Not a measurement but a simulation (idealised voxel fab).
You're looking at the process module voxel spacer lines.
FYI the section here is cut, 235 nm wide, cells are 5 nm squares.
Reading order for cross-sections: top band down to bottom band. Underlying form: a grid of square cells. Band size: one or more rows of cells. Band: top and bottom heights (nm) first, top before bottom; then materials from left to right, widths in nm. "everywhere" marks a sole material filling the band edge to edge. "air" denotes empty space. Height datum 0, below which the as-received substrate wafer is one material. Lowest band open at the bottom, running downward: "0 down". The width entry "30..40" should be interpreted row by row: the top row of cells in the band takes the first number, the bottom row takes the second number, and the change between adjacent rows is uniform throughout. Step marked "nothing changed"? Then no cell in the cross-section changed in it. Look at "Voids lacking openings" for the closed voids: empty spaces with no open path to the top, sized 8 cells or up. Each is width x height at distance, distance from the left edge, all nm. Formally, on a step line, whatever follows the settings is a remark that the simulator itself makes on the step. overlay nm: how far to the right of its planned place the mask lay on this masked step (negative: to the left).
### Listed below are the process steps as planned
1. RECEIVE | material Si
2. CONFORMAL_DEP | material Al2O3 | thk nm 10
3. DIRECTIONAL_DEP | material SiN | thk nm 15
4. DIRECTIONAL_DEP | material polySi | thk nm 20
5. PATTERN | tone cover | mask id MANDREL | material resist | width nm 20 | pitch nm 70 | thk nm 25 | overlay nm 0
6. DIRECTIONAL_ETCH | etch materials polySi | depth nm 20
7. STRIP | etch materials resist
8. CONFORMAL_DEP | material SiO2 | thk nm 15
9. DIRECTIONAL_ETCH | etch materials SiO2 | depth nm 15
10. STRIP | etch materials polySi
11. DIRECTIONAL_ETCH | etch materials SiN | depth nm 15
12. STRIP | etch materials SiO2
13. FILL_DEP | material lowk | thk nm 5
14. CMP | height nm 25
### Cross-section: wafer on arrival = after step 1
* 0 down = Si everywhere
* Voids lacking openings: none
### First wafer of two, sectioned at end of module; run went per plan
* 25 to 10 = lowk 55 nm; SiN 15 nm; lowk 20 nm; SiN 15 nm; lowk 20 nm; SiN 15 nm; lowk 20 nm; SiN 15 nm; lowk 60 nm
* 10 to 0 = Al2O3 everywhere
* 0 down = Si everywhere
* Voids lacking openings: none
### Now the second wafer, cross-sectioned at the end of the module. Nothing different at the start, nothing different in the plan compared with the first, just one mistake when it was actually run
* 25 to 10 = lowk everywhere
* 10 to 0 = Al2O3 everywhere
* 0 down = Si everywhere
* Voids lacking openings: none
What broke from the plan during processing? in deviation from the planned setting, step 3 was conducted as DIRECTIONAL_DEP | material lowk | thk nm 15
Counted in cells at the end, the second wafer holds more or fewer of these materials than the first: SiN -36, lowk +36
